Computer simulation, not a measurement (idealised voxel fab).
process module | voxel gate over fins
cross-section cut | 275 nm wide | cells 5 nm
A cross-section is a grid of square cells, given in bands from the top down. A band is one or more rows of cells.
Each band's line starts with the height of the band's top and of its bottom, in nm. Then come its materials from left to right, each with its width in nm. One material with "throughout" fills the band from edge to edge. "air" is empty space.
Height 0 is the level under which the wafer as received is all one material. The lowest band goes on downwards, as in "0 down".
A width such as "30 to 40" changes by the same amount from each row of cells to the next, from the band's top row to its bottom row.
"no change" after a step means that no cell of the cross-section changed.
closed voids: empty space of 8 cells or more with no open way to the top, each as width x height at its distance from the left edge, in nm
after a step's settings: what the simulator itself notes on the step
overlay nm, on a step with a mask: how far to the right of its planned place the mask lay; to the left if negative
plan
1 op RECEIVE | material Si
2 op CONFORMAL_DEP | material SiN | thk nm 10
3 op DIRECTIONAL_DEP | material aC | thk nm 10
4 op PATTERN | tone cover | mask id FINS | material resist | width nm 15 | pitch nm 55 | thk nm 30 | overlay nm 0
5 op DIRECTIONAL_ETCH | etch materials aC | depth nm 10
6 op STRIP | etch materials resist
7 op DIRECTIONAL_ETCH | etch materials SiN | depth nm 10
8 op DIRECTIONAL_ETCH | etch materials Si | depth nm 40
9 op STRIP | etch materials aC
10 op FILL_DEP | material SiO2 | thk nm 10
11 op CMP | height nm 10
12 op PATTERN | tone open | mask id RAIL | material resist | width nm 15 | thk nm 20 | overlay nm 0
13 op DIRECTIONAL_ETCH | etch materials SiO2 | depth nm 45
14 op STRIP | etch materials resist
15 op CONFORMAL_DEP | material TiN | thk nm 5
16 op FILL_DEP | material W | thk nm 5
17 op CMP | height nm 10
18 op SELECTIVE_ETCH | etch materials W Ru TiN | depth nm 30
19 op FILL_DEP | material SiO2 | thk nm 5
20 op CMP | height nm 10
21 op SELECTIVE_ETCH | etch materials SiO2 | depth nm 25
22 op STRIP | etch materials SiN
23 op CONFORMAL_DEP | material HfO2 | thk nm 5
24 op CONFORMAL_DEP | material TiN | thk nm 5
25 op FILL_DEP | material W | thk nm 15
26 op CMP | height nm 20
27 op CONFORMAL_DEP | material SiCN | thk nm 5
varied across the wafers: width nm of step 12. The plan shows the first wafer's value. All wafers start alike
first wafer as received, after step 1
  0 down: Si throughout
  closed voids: none
first wafer at the end, after step 27
  25 to 20: SiCN throughout
  20 to 10: W throughout
  10 to 5: W 65 | TiN 35 | W 20 | TiN 35 | W 20 | TiN 35 | W 65
  5 to 0: W 65 | TiN 5 | HfO2 25 | TiN 5 | W 20 | TiN 5 | HfO2 25 | TiN 5 | W 20 | TiN 5 | HfO2 25 | TiN 5 | W 65
  0 to -5: W 65 | TiN 5 | HfO2 5 | Si 15 | HfO2 5 | TiN 5 | W 20 | TiN 5 | HfO2 5 | Si 15 | HfO2 5 | TiN 5 | W 20 | TiN 5 | HfO2 5 | Si 15 | HfO2 5 | TiN 5 | W 65
  -5 to -10: TiN 70 | HfO2 5 | Si 15 | HfO2 5 | TiN 30 | HfO2 5 | Si 15 | HfO2 5 | TiN 30 | HfO2 5 | Si 15 | HfO2 5 | TiN 70
  -10 to -15: HfO2 75 | Si 15 | HfO2 40 | Si 15 | HfO2 40 | Si 15 | HfO2 75
  -15 to -20: SiO2 75 | Si 15 | SiO2 40 | Si 15 | SiO2 40 | Si 15 | SiO2 75
  -20 to -30: SiO2 75 | Si 15 | SiO2 10 | TiN 5 | W 5 | TiN 5 | SiO2 15 | Si 15 | SiO2 40 | Si 15 | SiO2 75
  -30 to -35: SiO2 75 | Si 15 | SiO2 10 | TiN 15 | SiO2 15 | Si 15 | SiO2 40 | Si 15 | SiO2 75
  -35 to -40: SiO2 75 | Si 15 | SiO2 40 | Si 15 | SiO2 40 | Si 15 | SiO2 75
  -40 down: Si throughout
  closed voids: none
last wafer at the end
  25 to 20: SiCN throughout
  20 to 10: W throughout
  10 to 5: W 65 | TiN 35 | W 20 | TiN 35 | W 20 | TiN 35 | W 65
  5 to 0: W 65 | TiN 5 | HfO2 25 | TiN 5 | W 20 | TiN 5 | HfO2 25 | TiN 5 | W 20 | TiN 5 | HfO2 25 | TiN 5 | W 65
  0 to -5: W 65 | TiN 5 | HfO2 5 | Si 15 | HfO2 5 | TiN 5 | W 20 | TiN 5 | HfO2 5 | Si 15 | HfO2 5 | TiN 5 | W 20 | TiN 5 | HfO2 5 | Si 15 | HfO2 5 | TiN 5 | W 65
  -5 to -10: TiN 70 | HfO2 5 | Si 15 | HfO2 5 | TiN 30 | HfO2 5 | Si 15 | HfO2 5 | TiN 30 | HfO2 5 | Si 15 | HfO2 5 | TiN 70
  -10 to -15: HfO2 75 | Si 15 | HfO2 40 | Si 15 | HfO2 40 | Si 15 | HfO2 75
  -15 to -20: SiO2 75 | Si 15 | SiO2 40 | Si 15 | SiO2 40 | Si 15 | SiO2 75
  -20 to -30: SiO2 75 | Si 15 | SiO2 5 | TiN 5 | W 20 | TiN 5 | SiO2 5 | Si 15 | SiO2 40 | Si 15 | SiO2 75
  -30 to -35: SiO2 75 | Si 15 | SiO2 5 | TiN 30 | SiO2 5 | Si 15 | SiO2 40 | Si 15 | SiO2 75
  -35 to -40: SiO2 75 | Si 15 | SiO2 40 | Si 15 | SiO2 40 | Si 15 | SiO2 75
  -40 down: Si throughout
  closed voids: none
each wafer at the end: cells of each material gained (+) or lost (-) since it was received, then its closed voids
width nm 15 | +73 HfO2 | -368 Si | +55 SiCN | +221 SiO2 | +80 TiN | +214 W | closed voids: none
width nm 20 | +73 HfO2 | -368 Si | +55 SiCN | +218 SiO2 | +81 TiN | +216 W | closed voids: none
width nm 25 | +73 HfO2 | -368 Si | +55 SiCN | +215 SiO2 | +82 TiN | +218 W | closed voids: none
width nm 30 | +73 HfO2 | -368 Si | +55 SiCN | +212 SiO2 | +83 TiN | +220 W | closed voids: none
